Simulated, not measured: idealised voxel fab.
Process module, titled voxel fin reveal
FYI the section here is cut, 215 nm wide, cells are 5 nm squares.
If you're reading a cross-section in this doc, picture square cells in a grid; it comes to you as bands, top ones listed first down to the bottom, and a band can be one or more rows of cells.
It is stipulated that each band's entry specify, in nanometres, the height of the top of the band and then that of its bottom, followed by the materials of the band in left-to-right sequence, each together with its width in nanometres. A single material marked by the word "edge to edge" is understood to fill the band from edge to edge; the word "blank" is understood to denote empty space.
Basically, 0 is our baseline, since under it the wafer straight out of the box is all one material. The bottom band has no lower end and keeps on going down, so it looks like "0..down".
The width entry "30->40" should be interpreted row by row: the top row of cells in the band takes the first number, the bottom row takes the second number, and the change between adjacent rows is uniform throughout.
For the purposes of this document, the phrase "remains unaltered" attached to a step denotes that no cell within the cross-section was modified by that step.
This entry, "Unvented cavities", enumerates those empty regions of no fewer than 8 cells that possess no open connection to the top. Each region is reported in the form width x height at distance, the distance being taken from the left edge, with all three quantities expressed in nm.
Text after the settings on a step's line: the simulator's own remark on that step.
A step's line can hold "overlay nm"; with a mask on that step, the setting says how far right of the planned place the mask lay, while a negative setting says it lay to the left.

# plan
step 1: RECEIVE [material Si]
step 2: CONFORMAL_DEP [material SiN] [thk nm 5]
step 3: MASKED_ETCH [tone cover] [mask id FINS] [width nm 15] [pitch nm 40] [etch materials SiN] [depth nm 5] [overlay nm 0]
step 4: MASKED_ETCH [tone cover] [mask id FINS] [width nm 15] [pitch nm 40] [etch materials Si] [depth nm 30] [overlay nm 0]
step 5: OXIDIZE [depth nm 5]
step 6: FILL_DEP [material SiO2] [thk nm 10]
step 7: CMP [height nm 5]
step 8: SELECTIVE_ETCH [etch materials SiO2] [depth nm 25]
step 9: STRIP [etch materials SiN]

# The following pertains to the first of two wafers, which was processed as planned

# This is the cross-section of the wafer as we received it, i.e. after step 1
    0..down: Si edge to edge
    Unvented cavities: none

# Wafer section view after processing step 2
    5..0: SiN edge to edge
    Unchanged below 0.

# Wafer section view after processing step 3
    5..0: 60 nm blank, then 15 nm SiN, then 25 nm blank, then 15 nm SiN, then 25 nm blank, then 15 nm SiN, then 60 nm blank
    Unchanged below 0.

# Wafer section view after processing step 4
    5..0: 60 nm blank, then 15 nm SiN, then 25 nm blank, then 15 nm SiN, then 25 nm blank, then 15 nm SiN, then 60 nm blank
    0..-30: 60 nm blank, then 15 nm Si, then 25 nm blank, then 15 nm Si, then 25 nm blank, then 15 nm Si, then 60 nm blank
    Unchanged below -30.

# Wafer section view after processing step 5
    5..0: 60 nm blank, then 15 nm SiN, then 25 nm blank, then 15 nm SiN, then 25 nm blank, then 15 nm SiN, then 60 nm blank
    0..-30: 60 nm blank, then 5 nm SiO2, then 5 nm Si, then 5 nm SiO2, then 25 nm blank, then 5 nm SiO2, then 5 nm Si, then 5 nm SiO2, then 25 nm blank, then 5 nm SiO2, then 5 nm Si, then 5 nm SiO2, then 60 nm blank
    -30..-35: 65 nm SiO2, then 5 nm Si, then 35 nm SiO2, then 5 nm Si, then 35 nm SiO2, then 5 nm Si, then 65 nm SiO2
    Unchanged below -35.

# Wafer section view after processing step 6
    15..5: SiO2 edge to edge
    5..0: 60 nm SiO2, then 15 nm SiN, then 25 nm SiO2, then 15 nm SiN, then 25 nm SiO2, then 15 nm SiN, then 60 nm SiO2
    0..-35: 65 nm SiO2, then 5 nm Si, then 35 nm SiO2, then 5 nm Si, then 35 nm SiO2, then 5 nm Si, then 65 nm SiO2
    Unchanged below -35.

# Wafer section view after processing step 7
    5..0: 60 nm SiO2, then 15 nm SiN, then 25 nm SiO2, then 15 nm SiN, then 25 nm SiO2, then 15 nm SiN, then 60 nm SiO2
    Unchanged below 0.

# Wafer section view after processing step 8
    5..0: 60 nm blank, then 15 nm SiN, then 25 nm blank, then 15 nm SiN, then 25 nm blank, then 15 nm SiN, then 60 nm blank
    0..-20: 65 nm blank, then 5 nm Si, then 35 nm blank, then 5 nm Si, then 35 nm blank, then 5 nm Si, then 65 nm blank
    Unchanged below -20.

# Wafer section view after processing step 9
    0..-20: 65 nm blank, then 5 nm Si, then 35 nm blank, then 5 nm Si, then 35 nm blank, then 5 nm Si, then 65 nm blank
    Unchanged below -20.

# Companion wafer, the second of two: same beginning, same intended sequence, one mistake in carrying it out; through step 3 inclusive it tracks the first exactly

# Second wafer cross-section, taken as of the time the plan sets for step 4 to be done
    5..0: 60 nm blank, then 15 nm SiN, then 25 nm blank, then 15 nm SiN, then 25 nm blank, then 15 nm SiN, then 60 nm blank
    0..-60: 60 nm blank, then 15 nm Si, then 25 nm blank, then 15 nm Si, then 25 nm blank, then 15 nm Si, then 60 nm blank
    Unchanged below -60.

# Second wafer cross-section, taken as of the time the plan sets for step 5 to be done
    5..0: 60 nm blank, then 15 nm SiN, then 25 nm blank, then 15 nm SiN, then 25 nm blank, then 15 nm SiN, then 60 nm blank
    0..-60: 60 nm blank, then 5 nm SiO2, then 5 nm Si, then 5 nm SiO2, then 25 nm blank, then 5 nm SiO2, then 5 nm Si, then 5 nm SiO2, then 25 nm blank, then 5 nm SiO2, then 5 nm Si, then 5 nm SiO2, then 60 nm blank
    -60..-65: 65 nm SiO2, then 5 nm Si, then 35 nm SiO2, then 5 nm Si, then 35 nm SiO2, then 5 nm Si, then 65 nm SiO2
    Unchanged below -65.

# Second wafer cross-section, taken as of the time the plan sets for step 6 to be done
    15..5: SiO2 edge to edge
    5..0: 60 nm SiO2, then 15 nm SiN, then 25 nm SiO2, then 15 nm SiN, then 25 nm SiO2, then 15 nm SiN, then 60 nm SiO2
    0..-65: 65 nm SiO2, then 5 nm Si, then 35 nm SiO2, then 5 nm Si, then 35 nm SiO2, then 5 nm Si, then 65 nm SiO2
    Unchanged below -65.

# Second wafer cross-section, taken as of the time the plan sets for step 7 to be done
    5..0: 60 nm SiO2, then 15 nm SiN, then 25 nm SiO2, then 15 nm SiN, then 25 nm SiO2, then 15 nm SiN, then 60 nm SiO2
    Unchanged below 0.

# Second wafer cross-section, taken as of the time the plan sets for step 8 to be done
    5..0: 60 nm blank, then 15 nm SiN, then 25 nm blank, then 15 nm SiN, then 25 nm blank, then 15 nm SiN, then 60 nm blank
    0..-20: 65 nm blank, then 5 nm Si, then 35 nm blank, then 5 nm Si, then 35 nm blank, then 5 nm Si, then 65 nm blank
    Unchanged below -20.

# Second wafer cross-section, taken as of the time the plan sets for step 9 to be done
    0..-20: 65 nm blank, then 5 nm Si, then 35 nm blank, then 5 nm Si, then 35 nm blank, then 5 nm Si, then 65 nm blank
    Unchanged below -20.
What was the processing mistake? step 4 of the plan was twice carried out
FYI, end of process, the second wafer has more or fewer cells of some materials than the first: 240 fewer of Si; 240 more of SiO2
